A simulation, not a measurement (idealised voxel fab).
Presented below is a process module, voxel tone inversion.
FYI the section here is cut, 175 nm wide, cells are 5 nm squares.
The cross-sections in this document take the form of a grid made of square cells. They are written out as bands, in order from top to bottom. Each band consists of one or more rows of cells. First you get the band's top height and its bottom height, in nm, and then the materials it's made of, left to right, with each width in nm. If you see a single material with "everywhere", that one covers the band edge to edge. "blank" is empty space. Convention: height 0 is the level below which the wafer, as received, is all one material. The lowest band does not terminate at the bottom but continues downward, represented as "0 and below". Per-row width for "30..40": begins at first number (top row of band), ends at second number (bottom row), increment between rows held constant. Where a step carries "no change", the cross-section came out of it unchanged, cell for cell. What "Closed internal voids" gives you is every empty space of 8 cells or more that is cut off from the top. Each appears as width x height at distance, with the distance taken from the left edge and width, height and distance all in nm. On each step's line, the part that comes after the settings is the simulator's own comment on the step. The "overlay nm" setting may appear on a step's line; for a step that uses a mask, it gives how far to the right of its planned position the mask lay, and a negative value indicates the left.

### Intended process steps
step 1: op RECEIVE | material Si
step 2: op CONFORMAL_DEP | material SiN | thk nm 5
step 3: op DIRECTIONAL_DEP | material aC | thk nm 15
step 4: op PATTERN | tone cover | mask id POSTS | material resist | width nm 25 | pitch nm 55 | thk nm 20 | overlay nm 0
step 5: op DIRECTIONAL_ETCH | etch materials aC | depth nm 15
step 6: op STRIP | etch materials resist
step 7: op FILL_DEP | material lowk | thk nm 5
step 8: op CMP | height nm 20
step 9: op STRIP | etch materials aC
step 10: op CONFORMAL_DEP | material TiN | thk nm 5
step 11: op FILL_DEP | material Ru | thk nm 5
step 12: op CMP | height nm 20
step 13: op CONFORMAL_DEP | material SiCN | thk nm 5

### First of two wafers, with the run carried out as planned

### Cross-section of the wafer at receipt, which is the condition after step 1
* 0 and below  Si everywhere
* Closed internal voids: none

### The wafer in cross-section once step 2 is complete
* 5 down to 0  SiN everywhere
* Below 0 it's all the same as before, nothing changed down there.

### The wafer in cross-section once step 3 is complete
* 20 down to 5  aC everywhere
* Below 5 it's all the same as before, nothing changed down there.

### The wafer in cross-section once step 4 is complete
* 40 down to 20  blank (20) / resist (25) / blank (30) / resist (25) / blank (30) / resist (25) / blank (20)
* Below 20 it's all the same as before, nothing changed down there.

### The wafer in cross-section once step 5 is complete
* 25 down to 20  blank (20) / resist (25) / blank (30) / resist (25) / blank (30) / resist (25) / blank (20)
* 20 down to 5  blank (20) / aC (25) / blank (30) / aC (25) / blank (30) / aC (25) / blank (20)
* Below 5 it's all the same as before, nothing changed down there.

### The wafer in cross-section once step 6 is complete
* 20 down to 5  blank (20) / aC (25) / blank (30) / aC (25) / blank (30) / aC (25) / blank (20)
* Below 5 it's all the same as before, nothing changed down there.

### The wafer in cross-section once step 7 is complete
* 25 down to 20  lowk everywhere
* 20 down to 5  lowk (20) / aC (25) / lowk (30) / aC (25) / lowk (30) / aC (25) / lowk (20)
* Below 5 it's all the same as before, nothing changed down there.

### The wafer in cross-section once step 8 is complete
* 20 down to 5  lowk (20) / aC (25) / lowk (30) / aC (25) / lowk (30) / aC (25) / lowk (20)
* Below 5 it's all the same as before, nothing changed down there.

### The wafer in cross-section once step 9 is complete
* 20 down to 5  lowk (20) / blank (25) / lowk (30) / blank (25) / lowk (30) / blank (25) / lowk (20)
* Below 5 it's all the same as before, nothing changed down there.

### The wafer in cross-section once step 10 is complete
* 25 down to 20  TiN (25) / blank (15) / TiN (40) / blank (15) / TiN (40) / blank (15) / TiN (25)
* 20 down to 10  lowk (20) / TiN (5) / blank (15) / TiN (5) / lowk (30) / TiN (5) / blank (15) / TiN (5) / lowk (30) / TiN (5) / blank (15) / TiN (5) / lowk (20)
* 10 down to 5  lowk (20) / TiN (25) / lowk (30) / TiN (25) / lowk (30) / TiN (25) / lowk (20)
* Below 5 it's all the same as before, nothing changed down there.

### The wafer in cross-section once step 11 is complete
* 30 down to 25  Ru everywhere
* 25 down to 20  TiN (25) / Ru (15) / TiN (40) / Ru (15) / TiN (40) / Ru (15) / TiN (25)
* 20 down to 10  lowk (20) / TiN (5) / Ru (15) / TiN (5) / lowk (30) / TiN (5) / Ru (15) / TiN (5) / lowk (30) / TiN (5) / Ru (15) / TiN (5) / lowk (20)
* Below 10 it's all the same as before, nothing changed down there.

### The wafer in cross-section once step 12 is complete
* 20 down to 10  lowk (20) / TiN (5) / Ru (15) / TiN (5) / lowk (30) / TiN (5) / Ru (15) / TiN (5) / lowk (30) / TiN (5) / Ru (15) / TiN (5) / lowk (20)
* Below 10 it's all the same as before, nothing changed down there.

### The wafer in cross-section once step 13 is complete
* 25 down to 20  SiCN everywhere
* Below 20 it's all the same as before, nothing changed down there.

### second wafer: like start, like plan, one mistake. Through step 3 it matches the first wafer

### Planned end of step 4: second wafer, cross-section
* 40 down to 20  blank (15) / resist (25) / blank (30) / resist (25) / blank (30) / resist (25) / blank (25)
* Below 20 it's all the same as before, nothing changed down there.

### Planned end of step 5: second wafer, cross-section
* 25 down to 20  blank (15) / resist (25) / blank (30) / resist (25) / blank (30) / resist (25) / blank (25)
* 20 down to 5  blank (15) / aC (25) / blank (30) / aC (25) / blank (30) / aC (25) / blank (25)
* Below 5 it's all the same as before, nothing changed down there.

### Planned end of step 6: second wafer, cross-section
* 20 down to 5  blank (15) / aC (25) / blank (30) / aC (25) / blank (30) / aC (25) / blank (25)
* Below 5 it's all the same as before, nothing changed down there.

### Planned end of step 7: second wafer, cross-section
* 25 down to 20  lowk everywhere
* 20 down to 5  lowk (15) / aC (25) / lowk (30) / aC (25) / lowk (30) / aC (25) / lowk (25)
* Below 5 it's all the same as before, nothing changed down there.

### Planned end of step 8: second wafer, cross-section
* 20 down to 5  lowk (15) / aC (25) / lowk (30) / aC (25) / lowk (30) / aC (25) / lowk (25)
* Below 5 it's all the same as before, nothing changed down there.

### Planned end of step 9: second wafer, cross-section
* 20 down to 5  lowk (15) / blank (25) / lowk (30) / blank (25) / lowk (30) / blank (25) / lowk (25)
* Below 5 it's all the same as before, nothing changed down there.

### Planned end of step 10: second wafer, cross-section
* 25 down to 20  TiN (20) / blank (15) / TiN (40) / blank (15) / TiN (40) / blank (15) / TiN (30)
* 20 down to 10  lowk (15) / TiN (5) / blank (15) / TiN (5) / lowk (30) / TiN (5) / blank (15) / TiN (5) / lowk (30) / TiN (5) / blank (15) / TiN (5) / lowk (25)
* 10 down to 5  lowk (15) / TiN (25) / lowk (30) / TiN (25) / lowk (30) / TiN (25) / lowk (25)
* Below 5 it's all the same as before, nothing changed down there.

### Planned end of step 11: second wafer, cross-section
* 30 down to 25  Ru everywhere
* 25 down to 20  TiN (20) / Ru (15) / TiN (40) / Ru (15) / TiN (40) / Ru (15) / TiN (30)
* 20 down to 10  lowk (15) / TiN (5) / Ru (15) / TiN (5) / lowk (30) / TiN (5) / Ru (15) / TiN (5) / lowk (30) / TiN (5) / Ru (15) / TiN (5) / lowk (25)
* Below 10 it's all the same as before, nothing changed down there.

### Planned end of step 12: second wafer, cross-section
* 20 down to 10  lowk (15) / TiN (5) / Ru (15) / TiN (5) / lowk (30) / TiN (5) / Ru (15) / TiN (5) / lowk (30) / TiN (5) / Ru (15) / TiN (5) / lowk (25)
* Below 10 it's all the same as before, nothing changed down there.

### Planned end of step 13: second wafer, cross-section
* 25 down to 20  SiCN everywhere
* Below 20 it's all the same as before, nothing changed down there.
What was done differently from what was planned? so step 4 ended up running with a different setting than we planned, it ran as op PATTERN | tone cover | mask id POSTS | material resist | width nm 25 | pitch nm 55 | thk nm 20 | overlay nm -5
The two final wafers agree on how many cells each material fills and disagree on which cells those are.
